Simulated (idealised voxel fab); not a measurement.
Name of the process module below: voxel air gaps
We display cut, a cross-section 275 nm in width whose square cells are each 5 nm.
In what follows, cross-sections appear as grids of square cells, described through bands that run from the top down, where every band is one or more rows of cells.
Band: top height; bottom height; in nm. Then, left to right: material with width in nm, for each material. "throughout": a single material spanning edge to edge. "blank": empty space.
Below 0: as-received wafer, all one material; heights counted from there. Lowest band: no bottom, goes on down, written "z 0 and below".
Width: "30..40" (first number = top row, second number = bottom row, same change from row to row of cells).
The cross-section has no changed cell in any step marked "changes: none".
This entry, "Cavities, sealed", enumerates those empty regions of no fewer than 8 cells that possess no open connection to the top. Each region is reported in the form width x height at distance, the distance being taken from the left edge, with all three quantities expressed in nm.
Heads up: the bit after the settings on a step's line is the simulator's remark on that step.
overlay nm: right-of-plan distance of the mask on a masked step; negative values mean left-of-plan.

The following list gives the planned process steps
1. RECEIVE,material Si
2. CONFORMAL_DEP,material SiO2,thk nm 10
3. CONFORMAL_DEP,material SiCN,thk nm 5
4. DIRECTIONAL_DEP,material SiO2,thk nm 35
5. MASKED_ETCH,tone open,mask id LINES,width nm 20,pitch nm 45,etch materials SiO2,depth nm 35,overlay nm 0
6. CONFORMAL_DEP,material TiN,thk nm 5
7. FILL_DEP,material Ru,thk nm 5
8. CMP,height nm 50
9. EPI,material Ru,thk nm 10
10. SELECTIVE_ETCH,etch materials SiO2,depth nm 45
11. CONFORMAL_DEP,material SiCN,thk nm 5

Cross-section of the wafer at receipt, which is the condition after step 1
    z 0 and below: Si throughout
    Cavities, sealed: none

End-of-module cross-section. Starting structure and process plan as above; one mistake made in running it
    z 75 to 70: blank 55 nm, then SiCN 160 nm, then blank 60 nm
    z 70 to 50: blank 55 nm, then SiCN 5 nm, then Ru 150 nm, then SiCN 5 nm, then blank 60 nm
    z 50 to 45: blank 55 nm, then SiCN 25 nm, then TiN 5 nm, then Ru 10 nm, then TiN 5 nm, then SiO2 25 nm, then TiN 5 nm, then Ru 10 nm, then TiN 5 nm, then SiO2 25 nm, then TiN 5 nm, then Ru 10 nm, then TiN 5 nm, then SiCN 25 nm, then blank 60 nm
    z 45 to 20: blank 75 nm, then SiCN 5 nm, then TiN 5 nm, then Ru 10 nm, then TiN 5 nm, then SiO2 25 nm, then TiN 5 nm, then Ru 10 nm, then TiN 5 nm, then SiO2 25 nm, then TiN 5 nm, then Ru 10 nm, then TiN 5 nm, then SiCN 5 nm, then blank 80 nm
    z 20 to 15: SiCN 80 nm, then TiN 20 nm, then SiO2 25 nm, then TiN 20 nm, then SiO2 25 nm, then TiN 20 nm, then SiCN 85 nm
    z 15 to 10: SiCN throughout
    z 10 to 0: SiO2 throughout
    z 0 and below: Si throughout
    Cavities, sealed: none
Nonconformance to the process plan: heads up, step 9 of the plan got done twice
